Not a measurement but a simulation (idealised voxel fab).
Process module name: voxel ribs on slabs
Section shown: cut. Width: 200 nm. Cell size: 5 nm, square.
If you're reading a cross-section in this doc, picture square cells in a grid; it comes to you as bands, top ones listed first down to the bottom, and a band can be one or more rows of cells.
What a band's entry tells you: where the top is and where the bottom is, as heights in nm, and after that what lies inside, material by material from left to right, each with its width in nm. Empty space is written as the word "blank", and a single material marked with the word "full width" occupies the band from edge to edge.
Below 0: as-received wafer, all one material; heights counted from there. Lowest band: no bottom, goes on down, written "top 0, no bottom".
Width "30->40": first value at the band's top row of cells, second value at its bottom row, equal change from row to row.
It should be understood that the words "changes: none", when stated for a given step, signify that the cross-section underwent no change in any of its cells during that step.
In the "Closed void table" entry, you get each enclosed empty space of 8 cells or more, one with no open way to the top, written width x height at distance, distance from the left edge, in nm.
It should be noted that, on the line of a given step, the content following the step's settings is a remark produced by the simulator itself with respect to that step.
"overlay nm", when on a step's line for a step with a mask, measures how far to the right of its planned place the mask lay; a negative measure means to the left.

Below is the list of planned process steps:
- 1: RECEIVE [material Si]
- 2: DIRECTIONAL_DEP [material SiO2] [thk nm 25]
- 3: DIRECTIONAL_DEP [material polySi] [thk nm 25]
- 4: PATTERN [tone cover] [mask id RIB] [material resist] [width nm 15] [thk nm 15] [overlay nm 0]
- 5: DIRECTIONAL_ETCH [etch materials polySi] [depth nm 15]
- 6: STRIP [etch materials resist]
- 7: PATTERN [tone cover] [mask id SLAB] [material resist] [width nm 45] [thk nm 20] [overlay nm 0]
- 8: DIRECTIONAL_ETCH [etch materials polySi] [depth nm 10]
- 9: STRIP [etch materials resist]
- 10: FILL_DEP [material SiO2] [thk nm 25]
- 11: CMP [height nm 70]
- 12: DIRECTIONAL_DEP [material W] [thk nm 5]
- 13: DIRECTIONAL_DEP [material aC] [thk nm 10]
- 14: PATTERN [tone cover] [mask id HEATER] [material resist] [width nm 25] [thk nm 25] [overlay nm -15]
- 15: DIRECTIONAL_ETCH [etch materials aC] [depth nm 10]
- 16: STRIP [etch materials resist]
- 17: DIRECTIONAL_ETCH [etch materials W] [depth nm 5]
- 18: STRIP [etch materials aC]
- 19: CONFORMAL_DEP [material SiN] [thk nm 5]
For clarity, it should be stated that the wafers under discussion commence in an identical condition and differ with respect to the overlay nm of step 14, the plan indicating the value that the first wafer had.

Cross-section: the first of several wafers in its as-received state, i.e. following step 1:
top 0, no bottom  Si full width
Closed void table: none

Note: the following table is arranged by wafer, a row apiece. Each row reports the end-of-module state: per material, cells gained (+) or cells lost (-) compared with the wafer as received; closed voids follow:
overlay nm -15 | +42 SiN | +533 SiO2 | +5 W | +27 polySi | Closed void table: none
overlay nm -10 | +42 SiN | +533 SiO2 | +5 W | +27 polySi | Closed void table: none
overlay nm -5 | +42 SiN | +533 SiO2 | +5 W | +27 polySi | Closed void table: none
overlay nm 0 | +42 SiN | +533 SiO2 | +5 W | +27 polySi | Closed void table: none
overlay nm 5 | +42 SiN | +533 SiO2 | +5 W | +27 polySi | Closed void table: none
overlay nm 10 | +42 SiN | +533 SiO2 | +5 W | +27 polySi | Closed void table: none
overlay nm 15 | +42 SiN | +533 SiO2 | +5 W | +27 polySi | Closed void table: none
